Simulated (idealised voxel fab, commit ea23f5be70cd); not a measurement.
Documented hereafter: the process module known as voxel air gaps.
Cross-section cut: width 220 nm, square cells of 5 nm.
Cross-section, as written here: a square-cell grid given band by band from the top down, where a band holds one or more rows of cells. Band: top and bottom heights (nm) first, top before bottom; then materials from left to right, widths in nm. "all across" marks a sole material filling the band edge to edge. "blank" denotes empty space. Basically, 0 is our baseline, since under it the wafer straight out of the box is all one material. The bottom band has no lower end and keeps on going down, so it looks like "0 and below". Graded width ("30..40"): value in top row of band = first number; value in bottom row = second number; row-to-row change constant. The cross-section has no changed cell in any step marked "stayed the same". Enclosed voids (no open way to top), threshold 8 cells or more, entry "Enclosed empty spaces", notation width x height at distance, distance from left edge, nm. On a step's line, text after the settings is the simulator commenting on that step. overlay nm: where the mask lay relative to plan, measured to the right, on steps with a mask; negatives go left.

**Process steps - plan**
1 RECEIVE, material Si
2 CONFORMAL_DEP, material SiO2, thk nm 10
3 CONFORMAL_DEP, material SiN, thk nm 5
4 DIRECTIONAL_DEP, material lowk, thk nm 35
5 DIRECTIONAL_DEP, material aC, thk nm 15
6 PATTERN, tone open, mask id LINES, material resist, width nm 25, pitch nm 50, thk nm 30, overlay nm 0
7 DIRECTIONAL_ETCH, etch materials aC, depth nm 15
8 STRIP, etch materials resist
9 DIRECTIONAL_ETCH, etch materials lowk, depth nm 35
10 STRIP, etch materials aC
11 CONFORMAL_DEP, material TiN, thk nm 5
12 FILL_DEP, material Ru, thk nm 5
13 CMP, height nm 50
14 EPI, material Ru, thk nm 10
15 SELECTIVE_ETCH, etch materials lowk, depth nm 45
16 CONFORMAL_DEP, material SiCN, thk nm 5

**as received, after step 1**
    0 and below = Si all across
    Enclosed empty spaces: none

**Cross-section, end of module. Start: as above. Plan: as above. Execution: one mistake**
    65 down to 60 = SiCN 215; blank 5
    60 down to 50 = SiCN 5; Ru 205; SiCN 5; blank 5
    50 down to 45 = SiCN 15; TiN 5; Ru 25; TiN 5; lowk 15; TiN 5; Ru 25; TiN 5; lowk 15; TiN 5; Ru 25; TiN 5; lowk 15; TiN 5; Ru 25; TiN 5; SiCN 15; blank 5
    45 down to 20 = blank 10; SiCN 5; TiN 5; Ru 25; TiN 5; lowk 15; TiN 5; Ru 25; TiN 5; lowk 15; TiN 5; Ru 25; TiN 5; lowk 15; TiN 5; Ru 25; TiN 5; SiCN 5; blank 15
    20 down to 15 = SiCN 15; TiN 35; lowk 15; TiN 35; lowk 15; TiN 35; lowk 15; TiN 35; SiCN 20
    15 down to 10 = SiN all across
    10 down to 0 = SiO2 all across
    0 and below = Si all across
    Enclosed empty spaces: 10 x 25 at 0
Plan not followed: the process deviated at step 6: the operation and settings actually run there were PATTERN, tone open, mask id LINES, material resist, width nm 35, pitch nm 50, thk nm 30, overlay nm 0
